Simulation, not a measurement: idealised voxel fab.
process module | voxel transistor to metal
cross-section cut | 300 nm wide | cells 5 nm
A cross-section is a grid of square cells, given in bands from the top down. A band is one or more rows of cells.
Each band's line starts with the height of the band's top and of its bottom, in nm. Then come its materials from left to right, each with its width in nm. One material with "throughout" fills the band from edge to edge. "air" is empty space.
Height 0 is the level under which the wafer as received is all one material. The lowest band goes on downwards, as in "0 down".
A width such as "30 to 40" changes by the same amount from each row of cells to the next, from the band's top row to its bottom row.
"no change" after a step means that no cell of the cross-section changed.
closed voids: empty space of 8 cells or more with no open way to the top, each as width x height at its distance from the left edge, in nm
after a step's settings: what the simulator itself notes on the step
overlay nm, on a step with a mask: how far to the right of its planned place the mask lay; to the left if negative
plan
1 op RECEIVE | material Si
2 op OXIDIZE | depth nm 5
3 op CONFORMAL_DEP | material SiN | thk nm 10
4 op MASKED_ETCH | tone cover | mask id ACTIVE | width nm 105 | pitch nm 130 | etch materials SiN | depth nm 10 | overlay nm 0
5 op MASKED_ETCH | tone cover | mask id ACTIVE | width nm 105 | pitch nm 130 | etch materials SiO2 | depth nm 5 | overlay nm 0
6 op MASKED_ETCH | tone cover | mask id ACTIVE | width nm 105 | pitch nm 130 | etch materials Si | depth nm 30 | overlay nm 0
7 op FILL_DEP | material SiO2 | thk nm 15
8 op CMP | height nm 10
9 op SELECTIVE_ETCH | etch materials SiO2 | depth nm 5
10 op STRIP | etch materials SiN
11 op SELECTIVE_ETCH | etch materials SiO2 | depth nm 5
12 op OXIDIZE | depth nm 5
13 op DIRECTIONAL_DEP | material polySi | thk nm 30
14 op DIRECTIONAL_DEP | material SiCN | thk nm 15
15 op MASKED_ETCH | tone cover | mask id GATE | width nm 15 | pitch nm 130 | etch materials SiCN | depth nm 25 | overlay nm 0
16 op MASKED_ETCH | tone cover | mask id GATE | width nm 15 | pitch nm 130 | etch materials polySi | depth nm 40 | overlay nm 0
17 op CONFORMAL_DEP | material SiN | thk nm 10
18 op DIRECTIONAL_ETCH | etch materials SiN | depth nm 10
19 op DIRECTIONAL_ETCH | etch materials SiO2 | depth nm 5
20 op EPI | material SiGe | thk nm 5
21 op FILL_DEP | material SiO2 | thk nm 5
22 op CMP | height nm 40
23 op DIRECTIONAL_DEP | material SiO2 | thk nm 10
24 op DIRECTIONAL_DEP | material aC | thk nm 10
25 op PATTERN | tone open | mask id CONTACT | material resist | width nm 30 | thk nm 25 | overlay nm 0
26 op DIRECTIONAL_ETCH | etch materials aC | depth nm 10
27 op STRIP | etch materials resist
28 op DIRECTIONAL_ETCH | etch materials SiO2 | depth nm 55
29 op STRIP | etch materials aC
30 op CONFORMAL_DEP | material TiN | thk nm 5
31 op FILL_DEP | material W | thk nm 5
32 op CMP | height nm 50
33 op CONFORMAL_DEP | material SiN | thk nm 5
34 op DIRECTIONAL_DEP | material lowk | thk nm 25
35 op DIRECTIONAL_DEP | material aC | thk nm 15
36 op PATTERN | tone open | mask id METAL_1 | material resist | width nm 20 | pitch nm 65 | thk nm 35 | overlay nm 0
37 op DIRECTIONAL_ETCH | etch materials aC | depth nm 15
38 op STRIP | etch materials resist
39 op DIRECTIONAL_ETCH | etch materials lowk | depth nm 25
40 op DIRECTIONAL_ETCH | etch materials SiN | depth nm 5
41 op STRIP | etch materials aC
42 op CONFORMAL_DEP | material TiN | thk nm 5
43 op FILL_DEP | material Ru | thk nm 10
44 op CMP | height nm 80
45 op EPI | material Ru | thk nm 5
46 op FILL_DEP | material SiCN | thk nm 5
varied across the wafers: thk nm of step 30. The plan shows the first wafer's value. All wafers start alike
first wafer as received, after step 1
  0 down: Si throughout
  closed voids: none
each wafer at the end: cells of each material gained (+) or lost (-) since it was received, then its closed voids
thk nm 5 | +64 Ru | -210 Si | +114 SiCN | +24 SiGe | +124 SiN | +424 SiO2 | +160 TiN | +124 W | +220 lowk | +36 polySi | closed voids: none
thk nm 10 | +64 Ru | -210 Si | +114 SiCN | +24 SiGe | +124 SiN | +424 SiO2 | +248 TiN | +36 W | +220 lowk | +36 polySi | closed voids: none
thk nm 15 | +64 Ru | -210 Si | +114 SiCN | +24 SiGe | +124 SiN | +424 SiO2 | +284 TiN | +220 lowk | +36 polySi | closed voids: none
thk nm 20 | +64 Ru | -210 Si | +114 SiCN | +24 SiGe | +124 SiN | +424 SiO2 | +284 TiN | +220 lowk | +36 polySi | closed voids: none
